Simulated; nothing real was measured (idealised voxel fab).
process module | voxel released beams
cross-section cut | 175 nm wide | cells 5 nm
A cross-section is a grid of square cells, given in bands from the top down. A band is one or more rows of cells.
Each band's line starts with the height of the band's top and of its bottom, in nm. Then come its materials from left to right, each with its width in nm. One material with "throughout" fills the band from edge to edge. "air" is empty space.
Height 0 is the level under which the wafer as received is all one material. The lowest band goes on downwards, as in "0 down".
A width such as "30 to 40" changes by the same amount from each row of cells to the next, from the band's top row to its bottom row.
"no change" after a step means that no cell of the cross-section changed.
closed voids: empty space of 8 cells or more with no open way to the top, each as width x height at its distance from the left edge, in nm
after a step's settings: what the simulator itself notes on the step
overlay nm, on a step with a mask: how far to the right of its planned place the mask lay; to the left if negative
plan
1 op RECEIVE | material Si
2 op CONFORMAL_DEP | material SiN | thk nm 10
3 op DIRECTIONAL_DEP | material SiO2 | thk nm 15
4 op PATTERN | tone open | mask id ANCHOR | material resist | width nm 45 | thk nm 20 | overlay nm 0
5 op DIRECTIONAL_ETCH | etch materials SiO2 | depth nm 15
6 op STRIP | etch materials resist
7 op CONFORMAL_DEP | material W | thk nm 15
8 op MASKED_ETCH | tone cover | mask id BEAM | width nm 110 | etch materials W | depth nm 15 | overlay nm 0
9 op STRIP | etch materials SiO2
first wafer, as planned
as received, after step 1
  0 down: Si throughout
  closed voids: none
after step 2
  10 to 0: SiN throughout
  below 0: unchanged
after step 3
  25 to 10: SiO2 throughout
  below 10: unchanged
after step 4
  45 to 25: resist 35 | air 45 | resist 95
  below 25: unchanged
after step 5
  45 to 25: resist 35 | air 45 | resist 95
  25 to 10: SiO2 35 | air 45 | SiO2 95
  below 10: unchanged
after step 6
  25 to 10: SiO2 35 | air 45 | SiO2 95
  below 10: unchanged
after step 7
  40 to 25: W 50 | air 15 | W 110
  25 to 10: SiO2 35 | W 45 | SiO2 95
  below 10: unchanged
after step 8
  40 to 25: air 30 | W 20 | air 15 | W 75 | air 35
  below 25: unchanged
after step 9
  40 to 25: air 30 | W 20 | air 15 | W 75 | air 35
  25 to 10: air 35 | W 45 | air 95
  below 10: unchanged
second wafer: like start, like plan, one mistake. Through step 1 it matches the first wafer
when step 2 should have ended
  15 to 0: SiO2 throughout
  below 0: unchanged
when step 3 should have ended
  25 to 15: SiN throughout
  below 15: unchanged
when step 4 should have ended
  45 to 25: resist 35 | air 45 | resist 95
  below 25: unchanged
when step 5 should have ended: no change
when step 6 should have ended
  25 to 15: SiN throughout
  below 15: unchanged
when step 7 should have ended
  40 to 25: W throughout
  below 25: unchanged
when step 8 should have ended
  40 to 25: air 30 | W 110 | air 35
  below 25: unchanged
when step 9 should have ended: no change
what went wrong: steps 2 and 3 were swapped
at the end the second wafer has, in cells: 105 more of SiO2 | 18 fewer of W
